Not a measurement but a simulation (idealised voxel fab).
The process module that follows is named voxel self aligned vias.
Square cells of 5 nm make up the cross-section cut, whose width is 290 nm.
In this document a cross-section is written as a grid of square cells. It is given as a series of bands, listed from the top down, and a band is one or more rows of cells.
Read a band's entry like this: the first values are the height of its top and the height of its bottom in nm, and what follows is the sequence of materials from left to right, each with its width in nm. Note that "air" is empty space, and that a single material marked "throughout" reaches across the band from edge to edge.
Zero point of the height axis is 0; under it, received wafer = one material. Lowest band: continues down indefinitely, "0 -> down".
Note: "30->40" means the width goes from the first number (top row of the band) to the second number (bottom row) in equal steps per row of cells.
Given "changes: none" for a step, no cell of the cross-section differs between before and after that step.
The label "Sealed void listing" introduces a list of the empty spaces, 8 cells or larger, that have no open way up to the top; each entry in it reads width x height at distance, where the distance is taken from the left edge and all three are stated in nm.
Read whatever lies past the settings on a step's line as the simulator's own remark about the step.
overlay nm: how far to the right of its planned place the mask lay on this masked step (negative: to the left).

THE PLANNED PROCESS STEPS ARE ENUMERATED HEREUNDER
1,RECEIVE, material Si
2,CONFORMAL_DEP, material SiO2, thk nm 10
3,CONFORMAL_DEP, material SiCN, thk nm 5
4,DIRECTIONAL_DEP, material SiO2, thk nm 20
5,MASKED_ETCH, tone open, mask id LINES, width nm 25, pitch nm 50, etch materials SiO2, depth nm 20, overlay nm 0
6,CONFORMAL_DEP, material TiN, thk nm 5
7,FILL_DEP, material Ru, thk nm 5
8,CMP, height nm 35
9,SELECTIVE_ETCH, etch materials W Ru TiN, depth nm 5
10,FILL_DEP, material SiN, thk nm 10
11,CMP, height nm 35
12,DIRECTIONAL_DEP, material SiO2, thk nm 15
13,DIRECTIONAL_DEP, material aC, thk nm 10
14,PATTERN, tone open, mask id VIAS, material resist, width nm 35, pitch nm 50, thk nm 30, overlay nm 0
15,DIRECTIONAL_ETCH, etch materials aC, depth nm 10
16,STRIP, etch materials resist
17,DIRECTIONAL_ETCH, etch materials SiO2, depth nm 15
18,DIRECTIONAL_ETCH, etch materials SiN, depth nm 5
19,STRIP, etch materials aC
20,CONFORMAL_DEP, material TiN, thk nm 5
21,FILL_DEP, material Cu, thk nm 5
22,CMP, height nm 50
23,CONFORMAL_DEP, material SiN, thk nm 5

THE FIRST OF THE TWO WAFERS, WHICH RAN AS PLANNED

RECEIVED-STATE CROSS-SECTION, REFLECTING COMPLETION OF STEP 1
    0 -> down = Si throughout
    Sealed void listing: none

ONCE STEP 2 IS THROUGH, THE WAFER LOOKS LIKE THIS IN CROSS-SECTION
    10 -> 0 = SiO2 throughout
    Beneath the level 0, the cross-section is identical to its previous state.

ONCE STEP 3 IS THROUGH, THE WAFER LOOKS LIKE THIS IN CROSS-SECTION
    15 -> 10 = SiCN throughout
    Beneath the level 10, the cross-section is identical to its previous state.

ONCE STEP 4 IS THROUGH, THE WAFER LOOKS LIKE THIS IN CROSS-SECTION
    35 -> 15 = SiO2 throughout
    Beneath the level 15, the cross-section is identical to its previous state.

ONCE STEP 5 IS THROUGH, THE WAFER LOOKS LIKE THIS IN CROSS-SECTION
    35 -> 15 = 105 SiO2 | 25 air | 25 SiO2 | 25 air | 110 SiO2
    Beneath the level 15, the cross-section is identical to its previous state.

ONCE STEP 6 IS THROUGH, THE WAFER LOOKS LIKE THIS IN CROSS-SECTION
    40 -> 35 = 110 TiN | 15 air | 35 TiN | 15 air | 115 TiN
    35 -> 20 = 105 SiO2 | 5 TiN | 15 air | 5 TiN | 25 SiO2 | 5 TiN | 15 air | 5 TiN | 110 SiO2
    20 -> 15 = 105 SiO2 | 25 TiN | 25 SiO2 | 25 TiN | 110 SiO2
    Beneath the level 15, the cross-section is identical to its previous state.

ONCE STEP 7 IS THROUGH, THE WAFER LOOKS LIKE THIS IN CROSS-SECTION
    45 -> 40 = Ru throughout
    40 -> 35 = 110 TiN | 15 Ru | 35 TiN | 15 Ru | 115 TiN
    35 -> 20 = 105 SiO2 | 5 TiN | 15 Ru | 5 TiN | 25 SiO2 | 5 TiN | 15 Ru | 5 TiN | 110 SiO2
    Beneath the level 20, the cross-section is identical to its previous state.

ONCE STEP 8 IS THROUGH, THE WAFER LOOKS LIKE THIS IN CROSS-SECTION
    35 -> 20 = 105 SiO2 | 5 TiN | 15 Ru | 5 TiN | 25 SiO2 | 5 TiN | 15 Ru | 5 TiN | 110 SiO2
    Beneath the level 20, the cross-section is identical to its previous state.

ONCE STEP 9 IS THROUGH, THE WAFER LOOKS LIKE THIS IN CROSS-SECTION
    35 -> 30 = 105 SiO2 | 25 air | 25 SiO2 | 25 air | 110 SiO2
    Beneath the level 30, the cross-section is identical to its previous state.

ONCE STEP 10 IS THROUGH, THE WAFER LOOKS LIKE THIS IN CROSS-SECTION
    45 -> 35 = SiN throughout
    35 -> 30 = 105 SiO2 | 25 SiN | 25 SiO2 | 25 SiN | 110 SiO2
    Beneath the level 30, the cross-section is identical to its previous state.

ONCE STEP 11 IS THROUGH, THE WAFER LOOKS LIKE THIS IN CROSS-SECTION
    35 -> 30 = 105 SiO2 | 25 SiN | 25 SiO2 | 25 SiN | 110 SiO2
    Beneath the level 30, the cross-section is identical to its previous state.

ONCE STEP 12 IS THROUGH, THE WAFER LOOKS LIKE THIS IN CROSS-SECTION
    50 -> 35 = SiO2 throughout
    Beneath the level 35, the cross-section is identical to its previous state.

ONCE STEP 13 IS THROUGH, THE WAFER LOOKS LIKE THIS IN CROSS-SECTION
    60 -> 50 = aC throughout
    Beneath the level 50, the cross-section is identical to its previous state.

ONCE STEP 14 IS THROUGH, THE WAFER LOOKS LIKE THIS IN CROSS-SECTION
    90 -> 60 = 100 resist | 35 air | 15 resist | 35 air | 105 resist
    Beneath the level 60, the cross-section is identical to its previous state.

ONCE STEP 15 IS THROUGH, THE WAFER LOOKS LIKE THIS IN CROSS-SECTION
    80 -> 60 = 100 resist | 35 air | 15 resist | 35 air | 105 resist
    60 -> 50 = 100 aC | 35 air | 15 aC | 35 air | 105 aC
    Beneath the level 50, the cross-section is identical to its previous state.

ONCE STEP 16 IS THROUGH, THE WAFER LOOKS LIKE THIS IN CROSS-SECTION
    60 -> 50 = 100 aC | 35 air | 15 aC | 35 air | 105 aC
    Beneath the level 50, the cross-section is identical to its previous state.

ONCE STEP 17 IS THROUGH, THE WAFER LOOKS LIKE THIS IN CROSS-SECTION
    60 -> 50 = 100 aC | 35 air | 15 aC | 35 air | 105 aC
    50 -> 35 = 100 SiO2 | 35 air | 15 SiO2 | 35 air | 105 SiO2
    Beneath the level 35, the cross-section is identical to its previous state.

ONCE STEP 18 IS THROUGH, THE WAFER LOOKS LIKE THIS IN CROSS-SECTION
    60 -> 50 = 100 aC | 35 air | 15 aC | 35 air | 105 aC
    50 -> 35 = 100 SiO2 | 35 air | 15 SiO2 | 35 air | 105 SiO2
    35 -> 30 = 105 SiO2 | 25 air | 25 SiO2 | 25 air | 110 SiO2
    Beneath the level 30, the cross-section is identical to its previous state.

ONCE STEP 19 IS THROUGH, THE WAFER LOOKS LIKE THIS IN CROSS-SECTION
    50 -> 35 = 100 SiO2 | 35 air | 15 SiO2 | 35 air | 105 SiO2
    Beneath the level 35, the cross-section is identical to its previous state.

ONCE STEP 20 IS THROUGH, THE WAFER LOOKS LIKE THIS IN CROSS-SECTION
    55 -> 50 = 105 TiN | 25 air | 25 TiN | 25 air | 110 TiN
    50 -> 40 = 100 SiO2 | 5 TiN | 25 air | 5 TiN | 15 SiO2 | 5 TiN | 25 air | 5 TiN | 105 SiO2
    40 -> 35 = 100 SiO2 | 10 TiN | 15 air | 10 TiN | 15 SiO2 | 10 TiN | 15 air | 10 TiN | 105 SiO2
    35 -> 30 = 105 SiO2 | 25 TiN | 25 SiO2 | 25 TiN | 110 SiO2
    Beneath the level 30, the cross-section is identical to its previous state.

ONCE STEP 21 IS THROUGH, THE WAFER LOOKS LIKE THIS IN CROSS-SECTION
    60 -> 55 = Cu throughout
    55 -> 50 = 105 TiN | 25 Cu | 25 TiN | 25 Cu | 110 TiN
    50 -> 40 = 100 SiO2 | 5 TiN | 25 Cu | 5 TiN | 15 SiO2 | 5 TiN | 25 Cu | 5 TiN | 105 SiO2
    40 -> 35 = 100 SiO2 | 10 TiN | 15 Cu | 10 TiN | 15 SiO2 | 10 TiN | 15 Cu | 10 TiN | 105 SiO2
    Beneath the level 35, the cross-section is identical to its previous state.

ONCE STEP 22 IS THROUGH, THE WAFER LOOKS LIKE THIS IN CROSS-SECTION
    50 -> 40 = 100 SiO2 | 5 TiN | 25 Cu | 5 TiN | 15 SiO2 | 5 TiN | 25 Cu | 5 TiN | 105 SiO2
    Beneath the level 40, the cross-section is identical to its previous state.

ONCE STEP 23 IS THROUGH, THE WAFER LOOKS LIKE THIS IN CROSS-SECTION
    55 -> 50 = SiN throughout
    Beneath the level 50, the cross-section is identical to its previous state.

WAFER TWO. SAME START, SAME PLAN, ONE SLIP IN EXECUTION. SAME AS WAFER ONE THROUGH STEP 13, INCLUSIVE

CROSS-SECTION OF THE SECOND WAFER AT THE TIME BY WHICH STEP 14 SHOULD HAVE BEEN COMPLETED ACCORDING TO THE PLAN
    90 -> 60 = 90 resist | 35 air | 15 resist | 35 air | 115 resist
    Beneath the level 60, the cross-section is identical to its previous state.

CROSS-SECTION OF THE SECOND WAFER AT THE TIME BY WHICH STEP 15 SHOULD HAVE BEEN COMPLETED ACCORDING TO THE PLAN
    80 -> 60 = 90 resist | 35 air | 15 resist | 35 air | 115 resist
    60 -> 50 = 90 aC | 35 air | 15 aC | 35 air | 115 aC
    Beneath the level 50, the cross-section is identical to its previous state.

CROSS-SECTION OF THE SECOND WAFER AT THE TIME BY WHICH STEP 16 SHOULD HAVE BEEN COMPLETED ACCORDING TO THE PLAN
    60 -> 50 = 90 aC | 35 air | 15 aC | 35 air | 115 aC
    Beneath the level 50, the cross-section is identical to its previous state.

CROSS-SECTION OF THE SECOND WAFER AT THE TIME BY WHICH STEP 17 SHOULD HAVE BEEN COMPLETED ACCORDING TO THE PLAN
    60 -> 50 = 90 aC | 35 air | 15 aC | 35 air | 115 aC
    50 -> 35 = 90 SiO2 | 35 air | 15 SiO2 | 35 air | 115 SiO2
    Beneath the level 35, the cross-section is identical to its previous state.

CROSS-SECTION OF THE SECOND WAFER AT THE TIME BY WHICH STEP 18 SHOULD HAVE BEEN COMPLETED ACCORDING TO THE PLAN
    60 -> 50 = 90 aC | 35 air | 15 aC | 35 air | 115 aC
    50 -> 35 = 90 SiO2 | 35 air | 15 SiO2 | 35 air | 115 SiO2
    35 -> 30 = 105 SiO2 | 20 air | 5 SiN | 25 SiO2 | 20 air | 5 SiN | 110 SiO2
    Beneath the level 30, the cross-section is identical to its previous state.

CROSS-SECTION OF THE SECOND WAFER AT THE TIME BY WHICH STEP 19 SHOULD HAVE BEEN COMPLETED ACCORDING TO THE PLAN
    50 -> 35 = 90 SiO2 | 35 air | 15 SiO2 | 35 air | 115 SiO2
    Beneath the level 35, the cross-section is identical to its previous state.

CROSS-SECTION OF THE SECOND WAFER AT THE TIME BY WHICH STEP 20 SHOULD HAVE BEEN COMPLETED ACCORDING TO THE PLAN
    55 -> 50 = 95 TiN | 25 air | 25 TiN | 25 air | 120 TiN
    50 -> 40 = 90 SiO2 | 5 TiN | 25 air | 5 TiN | 15 SiO2 | 5 TiN | 25 air | 5 TiN | 115 SiO2
    40 -> 35 = 90 SiO2 | 20 TiN | 10 air | 5 TiN | 15 SiO2 | 20 TiN | 10 air | 5 TiN | 115 SiO2
    35 -> 30 = 105 SiO2 | 20 TiN | 5 SiN | 25 SiO2 | 20 TiN | 5 SiN | 110 SiO2
    Beneath the level 30, the cross-section is identical to its previous state.

CROSS-SECTION OF THE SECOND WAFER AT THE TIME BY WHICH STEP 21 SHOULD HAVE BEEN COMPLETED ACCORDING TO THE PLAN
    60 -> 55 = Cu throughout
    55 -> 50 = 95 TiN | 25 Cu | 25 TiN | 25 Cu | 120 TiN
    50 -> 40 = 90 SiO2 | 5 TiN | 25 Cu | 5 TiN | 15 SiO2 | 5 TiN | 25 Cu | 5 TiN | 115 SiO2
    40 -> 35 = 90 SiO2 | 20 TiN | 10 Cu | 5 TiN | 15 SiO2 | 20 TiN | 10 Cu | 5 TiN | 115 SiO2
    Beneath the level 35, the cross-section is identical to its previous state.

CROSS-SECTION OF THE SECOND WAFER AT THE TIME BY WHICH STEP 22 SHOULD HAVE BEEN COMPLETED ACCORDING TO THE PLAN
    50 -> 40 = 90 SiO2 | 5 TiN | 25 Cu | 5 TiN | 15 SiO2 | 5 TiN | 25 Cu | 5 TiN | 115 SiO2
    Beneath the level 40, the cross-section is identical to its previous state.

CROSS-SECTION OF THE SECOND WAFER AT THE TIME BY WHICH STEP 23 SHOULD HAVE BEEN COMPLETED ACCORDING TO THE PLAN
    55 -> 50 = SiN throughout
    Beneath the level 50, the cross-section is identical to its previous state.
Processing error: step 14 deviated from plan and actually ran as PATTERN, tone open, mask id VIAS, material resist, width nm 35, pitch nm 50, thk nm 30, overlay nm -10
Final comparison by cell count, materials where the second wafer has more or fewer than the first: 2 fewer of Cu | 2 more of SiN
